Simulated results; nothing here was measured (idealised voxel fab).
The following process module bears the name voxel quadruple lines.
Pictured: cross-section cut, 300 nm wide, on a grid of 5 nm square cells.
This document writes a cross-section as a grid whose cells are square, and gives it as bands, listed from the top down; one or more rows of cells form a band. The band entry comprises the height of the band's top followed by the height of its bottom, expressed in nm, and subsequently the band's materials from left to right, each stated together with its width in nm. Where a single material is marked with the word "edge to edge", that material fills the band from edge to edge. The word "air" represents empty space. It should be noted that heights are counted from 0, beneath which the wafer as supplied is of one material throughout, and that the lowest band possesses no lower boundary but continues downward, as written in "0 and below". The two numbers in a width such as "30..40" mark its ends across the band: the first belongs to the top row of cells, the second to the bottom row, and from each row to the next the width moves by the same amount. "nothing was modified", as given for a step, is the statement that not any cell of the cross-section underwent a change during that step. For the entry "Closed void catalog", the listed items are empty spaces with no open way to the top whose size is 8 cells or more; each item follows the pattern width x height at distance, where distance is from the left edge and all three are in nm. Read whatever lies past the settings on a step's line as the simulator's own remark about the step. The "overlay nm" setting may appear on a step's line; for a step that uses a mask, it gives how far to the right of its planned position the mask lay, and a negative value indicates the left.

-- Steps planned for the process
1 RECEIVE,material Si
2 CONFORMAL_DEP,material Al2O3,thk nm 5
3 DIRECTIONAL_DEP,material W,thk nm 10
4 DIRECTIONAL_DEP,material polySi,thk nm 15
5 DIRECTIONAL_DEP,material aC,thk nm 25
6 PATTERN,tone cover,mask id MANDREL,material resist,width nm 30,pitch nm 80,thk nm 30,overlay nm 0
7 DIRECTIONAL_ETCH,etch materials aC,depth nm 25
8 STRIP,etch materials resist
9 CONFORMAL_DEP,material SiO2,thk nm 10
10 DIRECTIONAL_ETCH,etch materials SiO2,depth nm 10
11 STRIP,etch materials aC
12 DIRECTIONAL_ETCH,etch materials polySi,depth nm 15
13 STRIP,etch materials SiO2
14 CONFORMAL_DEP,material SiN,thk nm 10
15 DIRECTIONAL_ETCH,etch materials SiN,depth nm 10
16 STRIP,etch materials polySi
17 DIRECTIONAL_ETCH,etch materials W,depth nm 10
18 STRIP,etch materials SiN

-- Cross-section of the wafer as it came to us, i.e., already through step 1
  0 and below: Si edge to edge
  Closed void catalog: none

-- Starting structure and process plan are as shown above, but one mistake was made in running the module; the wafer cross-section at the end of the module follows
  20 down to 10: air (75), then W (10), then air (10), then W (10), then air (10), then W (10), then air (10), then W (10), then air (10), then W (10), then air (10), then W (10), then air (10), then W (10), then air (10), then W (10), then air (75)
  10 down to 5: W edge to edge
  5 down to 0: Al2O3 edge to edge
  0 and below: Si edge to edge
  Closed void catalog: none
What went wrong in running the wafer? note that step 3 departed from the planned setting and was carried out as DIRECTIONAL_DEP,material W,thk nm 15
